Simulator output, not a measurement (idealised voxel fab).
The following process module bears the name voxel ribs on slabs.
For reference, the cross-section in this document is cut, with width 285 nm and square cells of 5 nm.
Notation: cross-section as square-cell grid; stated in bands, top first, going down; one or more cell rows per band.
Band: top and bottom heights (nm) first, top before bottom; then materials from left to right, widths in nm. "all across" marks a sole material filling the band edge to edge. "empty" denotes empty space.
Heights are expressed relative to 0, this being the level below which the as-received wafer comprises one material exclusively. The lowest band is unbounded in the downward direction and is denoted as in "0 nm and below".
The notation "30 to 40" denotes a width that varies across the rows of cells in the band, beginning at the first number in the top row, finishing at the second number in the bottom row, and changing by an identical amount from each row to the next.
No cell of the cross-section changed in a step that is given as "nothing different".
Empty spaces without an open route to the top, at least 8 cells in extent, make up the entry "Closed void inventory"; each is given as width x height at distance, where the distance is measured from the left edge, and all are in nm.
Whatever follows a step's settings on its line is a remark the simulator itself makes about that step.
Each step line may optionally specify "overlay nm", which for a step with a mask gives the rightward distance between the mask's planned place and where it lay, a negative value indicating the leftward direction.

The following list gives the planned process steps
| 1 | RECEIVE (material Si) |
| 2 | DIRECTIONAL_DEP (material SiO2; thk nm 30) |
| 3 | DIRECTIONAL_DEP (material SiN; thk nm 15) |
| 4 | PATTERN (tone cover; mask id RIB; material resist; width nm 25; thk nm 20; overlay nm 0) |
| 5 | DIRECTIONAL_ETCH (etch materials SiN; depth nm 5) |
| 6 | STRIP (etch materials resist) |
| 7 | MASKED_ETCH (tone cover; mask id SLAB; width nm 55; etch materials SiN; depth nm 10; overlay nm 0) |
| 8 | FILL_DEP (material SiO2; thk nm 20) |
| 9 | CMP (height nm 55) |
| 10 | DIRECTIONAL_DEP (material W; thk nm 10) |
| 11 | MASKED_ETCH (tone cover; mask id HEATER; width nm 35; etch materials W; depth nm 10; overlay nm 0) |
| 12 | CONFORMAL_DEP (material SiO2; thk nm 5) |

Shown in cross-section is the wafer as received, that is, as it stands after step 1
* 0 nm and below | Si all across
* Closed void inventory: none

Cross-sectional image of the first of two wafers at the end of the module, the run having proceeded as planned
* 70 nm to 65 nm | 120 of empty, then 45 of SiO2, then 120 of empty
* 65 nm to 60 nm | 120 of empty, then 5 of SiO2, then 35 of W, then 5 of SiO2, then 120 of empty
* 60 nm to 55 nm | 125 of SiO2, then 35 of W, then 125 of SiO2
* 55 nm to 45 nm | SiO2 all across
* 45 nm to 40 nm | 130 of SiO2, then 25 of SiN, then 130 of SiO2
* 40 nm to 30 nm | 115 of SiO2, then 55 of SiN, then 115 of SiO2
* 30 nm to 0 nm | SiO2 all across
* 0 nm and below | Si all across
* Closed void inventory: none

The second wafer, shown in cross-section after the module: started the same way as the first and given the same plan, yet one mistake crept into how it was run
* 70 nm to 65 nm | 120 of empty, then 45 of SiO2, then 120 of empty
* 65 nm to 60 nm | 120 of empty, then 5 of SiO2, then 35 of W, then 5 of SiO2, then 120 of empty
* 60 nm to 55 nm | 125 of SiO2, then 35 of W, then 125 of SiO2
* 55 nm to 45 nm | SiO2 all across
* 45 nm to 40 nm | 130 of SiO2, then 25 of SiN, then 130 of SiO2
* 40 nm to 30 nm | 115 of SiO2, then 55 of SiN, then 115 of SiO2
* 30 nm to 0 nm | SiN all across
* 0 nm and below | Si all across
* Closed void inventory: none
It is concluded that the wafer was processed incorrectly with respect to the plan, in that step 2 off recipe, ran as DIRECTIONAL_DEP (material SiN; thk nm 30)
Final tally in cells, some materials are higher or lower on the second wafer than on the first: SiN +342, SiO2 -342
